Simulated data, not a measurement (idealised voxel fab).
Herein follows the process module entitled voxel trench capacitor.
Section cut is 225 nm wide and gridded with 5 nm square cells.
In what follows, cross-sections appear as grids of square cells, described through bands that run from the top down, where every band is one or more rows of cells. Per band: top height and bottom height in nm, followed by the left-to-right materials and their widths in nm; "throughout" marks a single material spanning edge to edge, "blank" marks empty space. Heights from 0 (as-received wafer is one material below). Bottom band endless downward, as "0 and below". Width spec "30 to 40" -> top row of cells at first value, bottom row at second value, equal per-row change in between. Where a step carries "remained unchanged", the cross-section came out of it unchanged, cell for cell. In "Fully enclosed voids" the enclosed voids are listed, meaning empty spaces of 8 cells or larger without any opening to the top. The form is width x height at distance, distance from the left edge, units nm. Past the settings on a step's line: simulator remark, on that step. overlay nm: how far to the right of its planned place the mask lay on this masked step (negative: to the left).
[Here's what the planned process steps look like]
step 1: RECEIVE with material Si
step 2: CONFORMAL_DEP with material SiN, thk nm 10
step 3: MASKED_ETCH with tone open, mask id TRENCH, width nm 15, pitch nm 45, etch materials SiN, depth nm 10, overlay nm 0
step 4: MASKED_ETCH with tone open, mask id TRENCH, width nm 15, pitch nm 45, etch materials Si, depth nm 40, overlay nm 0
step 5: CONFORMAL_DEP with material SiO2, thk nm 5
step 6: FILL_DEP with material polySi, thk nm 5
step 7: CMP with height nm 10
[Cross-section of the wafer at receipt, which is the condition after step 1]
- 0 and below | Si throughout
- Fully enclosed voids: none
[As-planned run: cross-section of the first of two wafers at end of module]
- 10 down to 0 | 80 nm SiN | 5 nm SiO2 | 5 nm polySi | 5 nm SiO2 | 30 nm SiN | 5 nm SiO2 | 5 nm polySi | 5 nm SiO2 | 85 nm SiN
- 0 down to -35 | 80 nm Si | 5 nm SiO2 | 5 nm polySi | 5 nm SiO2 | 30 nm Si | 5 nm SiO2 | 5 nm polySi | 5 nm SiO2 | 85 nm Si
- -35 down to -40 | 80 nm Si | 15 nm SiO2 | 30 nm Si | 15 nm SiO2 | 85 nm Si
- -40 and below | Si throughout
- Fully enclosed voids: none
[Wafer two, sectioned after the module: the first wafer's start, the first wafer's plan, and one mistake in how it was run]
- 10 down to 5 | 80 nm SiN | 5 nm SiO2 | 5 nm polySi | 5 nm SiO2 | 30 nm SiN | 5 nm SiO2 | 5 nm polySi | 5 nm SiO2 | 85 nm SiN
- 5 down to 0 | 80 nm SiN | 15 nm SiO2 | 30 nm SiN | 15 nm SiO2 | 85 nm SiN
- 0 down to -40 | 80 nm Si | 10 nm SiO2 | 35 nm Si | 10 nm SiO2 | 90 nm Si
- -40 and below | Si throughout
- Fully enclosed voids: none
Nonconformance to the process plan: step 4 was processed under conditions differing from the plan, specifically as MASKED_ETCH with tone open, mask id TRENCH, width nm 15, pitch nm 45, etch materials Si, depth nm 40, overlay nm -5
at the end the second wafer has, in cells: Si: 16 more | polySi: 16 fewer
